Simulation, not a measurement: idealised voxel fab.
Presented below is a process module, voxel double patterning.
The cross-section shown here is cut; it is 200 nm wide and divided into square cells measuring 5 nm on a side.
Heads up, the way a cross-section reads in here is a grid of square cells, handed over as bands from the top down, with every band being one or more rows of cells.
Band: top height; bottom height; in nm. Then, left to right: material with width in nm, for each material. "throughout": a single material spanning edge to edge. "blank": empty space.
Heights are reckoned from 0. Under this level, the received wafer is all of one material. The bottommost band is open-ended downward, for example "0 -> down".
It should be noted that a width expressed as "30..40" varies in equal increments from row to row of cells within the band, taking the value of the first number at the top row and that of the second number at the bottom row.
For the purposes of this document, the phrase "nothing changed" attached to a step denotes that no cell within the cross-section was modified by that step.
"Trapped voids" contains a list of empty spaces, each no smaller than 8 cells and without an open way to the top, written in the form width x height at distance with the distance from the left edge and all three in nm.
Anything after a step's settings on that line? It's the simulator's own note about the step.
overlay nm: mask offset rightward from planned place, masked step; negative means leftward offset.

# Process steps - plan
1 RECEIVE,material Si
2 CONFORMAL_DEP,material SiO2,thk nm 10
3 DIRECTIONAL_DEP,material W,thk nm 20
4 DIRECTIONAL_DEP,material SiN,thk nm 5
5 PATTERN,tone open,mask id FIRST,material resist,width nm 15,pitch nm 50,thk nm 20,overlay nm 0
6 DIRECTIONAL_ETCH,etch materials SiN,depth nm 5
7 STRIP,etch materials resist
8 PATTERN,tone open,mask id SECOND,material resist,width nm 15,pitch nm 50,thk nm 15,overlay nm -15
9 DIRECTIONAL_ETCH,etch materials SiN,depth nm 5
10 STRIP,etch materials resist
11 DIRECTIONAL_ETCH,etch materials W,depth nm 20
12 STRIP,etch materials SiN
Wafer-to-wafer difference: overlay nm, step 8. Common start. Plan = first wafer's value.

# Received wafers, first of several: cross-section after step 1
> 0 -> down = Si throughout
> Trapped voids: none

# Wafer cross-section (first of several) - module end, post step 12 (last step)
> 30 -> 10 = W 40 nm; blank 25 nm; W 25 nm; blank 25 nm; W 25 nm; blank 15 nm; W 45 nm
> 10 -> 0 = SiO2 throughout
> 0 -> down = Si throughout
> Trapped voids: none

# Wafer cross-section (last wafer, module end)
> 30 -> 10 = W 40 nm; blank 15 nm; W 25 nm; blank 25 nm; W 25 nm; blank 25 nm; W 45 nm
> 10 -> 0 = SiO2 throughout
> 0 -> down = Si throughout
> Trapped voids: none

# Below is a per-wafer table. In it, each row describes the wafer at the end of the module by giving, for each material, the number of cells gained (+) or lost (-) since the wafer was received, and after that the closed voids of the wafer
overlay nm -15; +80 SiO2; +108 W; Trapped voids: none
overlay nm -10; +80 SiO2; +100 W; Trapped voids: none
overlay nm -5; +80 SiO2; +100 W; Trapped voids: none
overlay nm 0; +80 SiO2; +100 W; Trapped voids: none
overlay nm 5; +80 SiO2; +100 W; Trapped voids: none
overlay nm 10; +80 SiO2; +100 W; Trapped voids: none
overlay nm 15; +80 SiO2; +108 W; Trapped voids: none
